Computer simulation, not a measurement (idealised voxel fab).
Proc. module: voxel gate over fins
Each square cell in cross-section cut measures 5 nm, and the section as a whole is 235 nm wide.
Square cells in a grid make up a cross-section in this document, and the grid is given as bands, listed from the top down, each one or more rows of cells.
Basically the band line says how high the top is and how high the bottom is, in nm, and then what's in it from left to right, every material with its width in nm. Empty space shows up as "empty", and if a single material carries "throughout" it runs the full band edge to edge.
A quick word on heights: they are counted from 0, and under that level the wafer as it came to us is one material throughout. The lowest band is different from the rest in having no bottom; it simply continues downward, written as in "0 -> down".
Per-row width for "30 to 40": begins at first number (top row of band), ends at second number (bottom row), increment between rows held constant.
Step note "left unchanged" = no cross-section cell changed.
This entry, "Entrapped voids", enumerates those empty regions of no fewer than 8 cells that possess no open connection to the top. Each region is reported in the form width x height at distance, the distance being taken from the left edge, with all three quantities expressed in nm.
Note: text after step settings on the step line = simulator remark on that step.
What "overlay nm" on a step's line means: if the step has a mask, that mask lay this far to the right of its planned place, or, when the value is negative, to the left.
[Planned process steps]
step 1: RECEIVE [material Si]
step 2: CONFORMAL_DEP [material SiN] [thk nm 5]
step 3: MASKED_ETCH [tone cover] [mask id FINS] [width nm 15] [pitch nm 55] [etch materials SiN] [depth nm 5] [overlay nm 0]
step 4: MASKED_ETCH [tone cover] [mask id FINS] [width nm 15] [pitch nm 55] [etch materials Si] [depth nm 40] [overlay nm 0]
step 5: OXIDIZE [depth nm 5]
step 6: FILL_DEP [material SiO2] [thk nm 5]
step 7: CMP [height nm 5]
step 8: MASKED_ETCH [tone open] [mask id RAIL] [width nm 15] [etch materials SiO2] [depth nm 40] [overlay nm 0]
step 9: CONFORMAL_DEP [material TiN] [thk nm 5]
step 10: FILL_DEP [material W] [thk nm 5]
step 11: CMP [height nm 5]
step 12: SELECTIVE_ETCH [etch materials W Ru TiN] [depth nm 25]
step 13: FILL_DEP [material SiO2] [thk nm 5]
step 14: CMP [height nm 5]
step 15: SELECTIVE_ETCH [etch materials SiO2] [depth nm 15]
step 16: STRIP [etch materials SiN]
step 17: CONFORMAL_DEP [material HfO2] [thk nm 5]
step 18: CONFORMAL_DEP [material TiN] [thk nm 5]
step 19: CONFORMAL_DEP [material TiAl] [thk nm 5]
step 20: CONFORMAL_DEP [material TiN] [thk nm 5]
step 21: FILL_DEP [material W] [thk nm 10]
step 22: CMP [height nm 25]
step 23: CONFORMAL_DEP [material SiN] [thk nm 10]
[Cross-section of the wafer as it came to us, i.e., already through step 1]
> 0 -> down | Si throughout
> Entrapped voids: none
[The plan above was carried out on the starting structure above with one mistake, and this cross-section shows the wafer at the end of the module]
> 35 -> 25 | SiN throughout
> 25 -> 20 | 30 of W; 175 of TiN; 30 of W
> 20 -> 15 | TiN throughout
> 15 -> 10 | 45 of TiN; 35 of TiAl; 20 of TiN; 35 of TiAl; 20 of TiN; 35 of TiAl; 45 of TiN
> 10 -> 5 | 45 of TiN; 5 of TiAl; 25 of TiN; 5 of TiAl; 20 of TiN; 5 of TiAl; 25 of TiN; 5 of TiAl; 20 of TiN; 5 of TiAl; 25 of TiN; 5 of TiAl; 45 of TiN
> 5 -> 0 | 50 of TiAl; 5 of TiN; 15 of HfO2; 5 of TiN; 30 of TiAl; 5 of TiN; 15 of HfO2; 5 of TiN; 30 of TiAl; 5 of TiN; 15 of HfO2; 5 of TiN; 50 of TiAl
> 0 -> -5 | 55 of TiN; 5 of HfO2; 5 of Si; 5 of HfO2; 40 of TiN; 5 of HfO2; 5 of Si; 5 of HfO2; 40 of TiN; 5 of HfO2; 5 of Si; 5 of HfO2; 55 of TiN
> -5 -> -10 | 60 of HfO2; 5 of Si; 50 of HfO2; 5 of Si; 50 of HfO2; 5 of Si; 60 of HfO2
> -10 -> -20 | 60 of SiO2; 5 of Si; 50 of SiO2; 5 of Si; 50 of SiO2; 5 of Si; 60 of SiO2
> -20 -> -30 | 60 of SiO2; 5 of Si; 15 of SiO2; 5 of TiN; 5 of W; 5 of TiN; 20 of SiO2; 5 of Si; 50 of SiO2; 5 of Si; 60 of SiO2
> -30 -> -35 | 60 of SiO2; 5 of Si; 15 of SiO2; 15 of TiN; 20 of SiO2; 5 of Si; 50 of SiO2; 5 of Si; 60 of SiO2
> -35 -> -45 | 60 of SiO2; 5 of Si; 50 of SiO2; 5 of Si; 50 of SiO2; 5 of Si; 60 of SiO2
> -45 -> down | Si throughout
> Entrapped voids: none
Want to know what went wrong? for step 20, the planned setting was not used; the step was instead run as CONFORMAL_DEP [material TiN] [thk nm 15]
